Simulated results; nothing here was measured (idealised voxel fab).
process module | voxel capacitor over wiring
cross-section cut | 155 nm wide | cells 5 nm
A cross-section is a grid of square cells, given in bands from the top down. A band is one or more rows of cells.
Each band's line starts with the height of the band's top and of its bottom, in nm. Then come its materials from left to right, each with its width in nm. One material with "throughout" fills the band from edge to edge. "air" is empty space.
Height 0 is the level under which the wafer as received is all one material. The lowest band goes on downwards, as in "0 down".
A width such as "30 to 40" changes by the same amount from each row of cells to the next, from the band's top row to its bottom row.
"no change" after a step means that no cell of the cross-section changed.
closed voids: empty space of 8 cells or more with no open way to the top, each as width x height at its distance from the left edge, in nm
after a step's settings: what the simulator itself notes on the step
overlay nm, on a step with a mask: how far to the right of its planned place the mask lay; to the left if negative
plan
1 op RECEIVE | material Si
2 op CONFORMAL_DEP | material SiO2 | thk nm 15
3 op DIRECTIONAL_DEP | material TiN | thk nm 5
4 op DIRECTIONAL_DEP | material Ru | thk nm 15
5 op DIRECTIONAL_DEP | material aC | thk nm 15
6 op PATTERN | tone cover | mask id METAL_1 | material resist | width nm 25 | pitch nm 95 | thk nm 35 | overlay nm 0
7 op DIRECTIONAL_ETCH | etch materials aC | depth nm 15
8 op STRIP | etch materials resist
9 op DIRECTIONAL_ETCH | etch materials Ru | depth nm 15
10 op DIRECTIONAL_ETCH | etch materials TiN | depth nm 5
11 op STRIP | etch materials aC
12 op CONFORMAL_DEP | material SiCN | thk nm 5
13 op FILL_DEP | material lowk | thk nm 10
14 op CMP | height nm 35
15 op CONFORMAL_DEP | material SiCN | thk nm 5
16 op DIRECTIONAL_DEP | material SiO2 | thk nm 20
17 op DIRECTIONAL_DEP | material aC | thk nm 10
18 op PATTERN | tone open | mask id PLUG_1 | material resist | width nm 15 | thk nm 25 | overlay nm 0
19 op DIRECTIONAL_ETCH | etch materials aC | depth nm 10
20 op STRIP | etch materials resist
21 op DIRECTIONAL_ETCH | etch materials SiO2 | depth nm 20
22 op DIRECTIONAL_ETCH | etch materials SiCN | depth nm 5
23 op STRIP | etch materials aC
24 op EPI | material Ru | thk nm 10
25 op EPI | material Ru | thk nm 10
26 op EPI | material Ru | thk nm 5
27 op DIRECTIONAL_DEP | material TiN | thk nm 10
28 op DIRECTIONAL_DEP | material Al2O3 | thk nm 5
29 op DIRECTIONAL_DEP | material TiN | thk nm 10
30 op PATTERN | tone cover | mask id UPPER_PLATE | material resist | width nm 75 | thk nm 15 | overlay nm 0
31 op DIRECTIONAL_ETCH | etch materials TiN | depth nm 10
32 op DIRECTIONAL_ETCH | etch materials Al2O3 | depth nm 5
33 op STRIP | etch materials resist
34 op DIRECTIONAL_DEP | material aC | thk nm 10
35 op PATTERN | tone cover | mask id LOWER_PLATE | material resist | width nm 85 | thk nm 30 | overlay nm 0
36 op DIRECTIONAL_ETCH | etch materials aC | depth nm 10
37 op STRIP | etch materials resist
38 op DIRECTIONAL_ETCH | etch materials TiN | depth nm 10
39 op STRIP | etch materials aC
40 op FILL_DEP | material SiO2 | thk nm 15
41 op CMP | height nm 95
42 op MASKED_ETCH | tone open | mask id PLUG_2 | width nm 15 | etch materials SiO2 | depth nm 10 | overlay nm 0
43 op CONFORMAL_DEP | material TiN | thk nm 5
44 op FILL_DEP | material W | thk nm 5
45 op CMP | height nm 95
46 op CONFORMAL_DEP | material SiCN | thk nm 5
as received, after step 1
  0 down: Si throughout
  closed voids: none
first wafer at the end, as planned
  100 to 95: SiCN throughout
  95 to 90: SiO2 35 | TiN 5 | W 5 | TiN 5 | SiO2 105
  90 to 85: SiO2 35 | TiN 15 | SiO2 105
  85 to 75: SiO2 25 | TiN 75 | SiO2 55
  75 to 70: SiO2 25 | Al2O3 75 | SiO2 55
  70 to 60: SiO2 20 | TiN 85 | SiO2 50
  60 to 40: SiO2 25 | Ru 15 | SiO2 115
  40 to 35: SiCN 25 | Ru 15 | SiCN 115
  35 to 20: lowk 10 | SiCN 5 | Ru 25 | SiCN 5 | lowk 60 | SiCN 5 | Ru 25 | SiCN 5 | lowk 15
  20 to 15: SiCN 15 | TiN 25 | SiCN 70 | TiN 25 | SiCN 20
  15 to 0: SiO2 throughout
  0 down: Si throughout
  closed voids: none
second wafer at the end: like start, like plan, one mistake
  100 to 95: SiCN throughout
  95 to 90: SiO2 35 | TiN 5 | W 5 | TiN 5 | SiO2 105
  90 to 85: SiO2 35 | TiN 15 | SiO2 105
  85 to 75: SiO2 40 | TiN 60 | SiO2 55
  75 to 70: SiO2 40 | Al2O3 60 | SiO2 55
  70 to 60: SiO2 20 | TiN 5 | SiO2 15 | TiN 65 | SiO2 50
  60 to 50: SiO2 25 | TiN 15 | SiO2 115
  50 to 45: SiO2 25 | Al2O3 15 | SiO2 115
  45 to 40: SiO2 25 | TiN 15 | SiO2 115
  40 to 35: SiCN 25 | TiN 15 | SiCN 115
  35 to 20: Ru 15 | SiCN 5 | lowk 15 | SiCN 5 | Ru 70 | SiCN 5 | lowk 15 | SiCN 5 | Ru 20
  20 to 15: TiN 15 | SiCN 25 | TiN 70 | SiCN 25 | TiN 20
  15 to 0: SiO2 throughout
  0 down: Si throughout
  closed voids: none
what went wrong: step 6 ran as: op PATTERN | tone open | mask id METAL_1 | material resist | width nm 25 | pitch nm 95 | thk nm 35 | overlay nm 0
at the end the second wafer has, in cells: 18 more of Ru | 11 fewer of SiCN | 15 more of SiO2 | 11 more of TiN | 33 fewer of lowk
